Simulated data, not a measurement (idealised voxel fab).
Name of the process module below: voxel local oxidation
Displayed cross-section: cut, width of 190 nm, square cells sized 5 nm.
Cross-section = grid of square cells, listed top down in bands; band = one or more rows. Heads up on the band format: heights come first, top then bottom, in nm. After that it's the materials left to right, each with its width in nm. A single material flagged "full width" fills the whole band edge to edge, and "blank" means there's empty space there. A quick word on heights: they are counted from 0, and under that level the wafer as it came to us is one material throughout. The lowest band is different from the rest in having no bottom; it simply continues downward, written as in "0 and below". Top row gets the first number, bottom row gets the second, and each row in between changes by the same step: that is how a band width like "30->40" works. Take "identical to before" at face value: in the step it is given for, the cross-section changed in none of its cells. So "Encapsulated voids" is basically the list of trapped voids: any empty space of 8 cells or more that can't reach the top through an opening. They're written width x height at distance, the distance being from the left edge, and it's all nm. What comes after the settings on a step's line is commentary from the simulator itself on that step. overlay nm, on a step with a mask: how far to the right of its planned place the mask lay; to the left if negative.

# These are the steps we planned for the process
1. RECEIVE,material Si
2. CONFORMAL_DEP,material SiO2,thk nm 5
3. CONFORMAL_DEP,material SiN,thk nm 15
4. MASKED_ETCH,tone cover,mask id ACTIVE,width nm 105,etch materials SiN,depth nm 15,overlay nm 0
5. SELECTIVE_ETCH,etch materials SiO2,depth nm 5
6. OXIDIZE,depth nm 10
7. STRIP,etch materials SiN

# Run as planned: first of two wafers

# Wafer at receipt (post step 1), cross-section
0 and below  Si full width
Encapsulated voids: none

# After step 2, in cross-section
5 down to 0  SiO2 full width
Whatever lies below 0 is exactly as it was before.

# After step 3, in cross-section
20 down to 5  SiN full width
Whatever lies below 5 is exactly as it was before.

# After step 4, in cross-section
20 down to 5  40 blank; 105 SiN; 45 blank
Whatever lies below 5 is exactly as it was before.

# After step 5, in cross-section
20 down to 5  40 blank; 105 SiN; 45 blank
5 down to 0  45 blank; 95 SiO2; 50 blank
Whatever lies below 0 is exactly as it was before.

# After step 6, in cross-section
20 down to 5  40 blank; 105 SiN; 45 blank
5 down to 0  45 blank; 95 SiO2; 50 blank
0 down to -10  55 SiO2; 75 Si; 60 SiO2
Whatever lies below -10 is exactly as it was before.

# After step 7, in cross-section
5 down to 0  45 blank; 95 SiO2; 50 blank
Whatever lies below 0 is exactly as it was before.

# Companion wafer, the second of two: same beginning, same intended sequence, one mistake in carrying it out; through step 2 inclusive it tracks the first exactly

# Cross-section of the second wafer corresponding to the planned conclusion of step 3
20 down to 0  SiO2 full width
Whatever lies below 0 is exactly as it was before.

Cross-section of the second wafer corresponding to the planned conclusion of step 4: identical to before

# Cross-section of the second wafer corresponding to the planned conclusion of step 5
15 down to 0  SiO2 full width
Whatever lies below 0 is exactly as it was before.

Cross-section of the second wafer corresponding to the planned conclusion of step 6: identical to before

Cross-section of the second wafer corresponding to the planned conclusion of step 7: identical to before
Diagnosis: step 3 ran with different settings than intended, the actual operation and settings being CONFORMAL_DEP,material SiO2,thk nm 15
Cell-count delta at end, second wafer over first, by material: Si +46; SiO2 +49
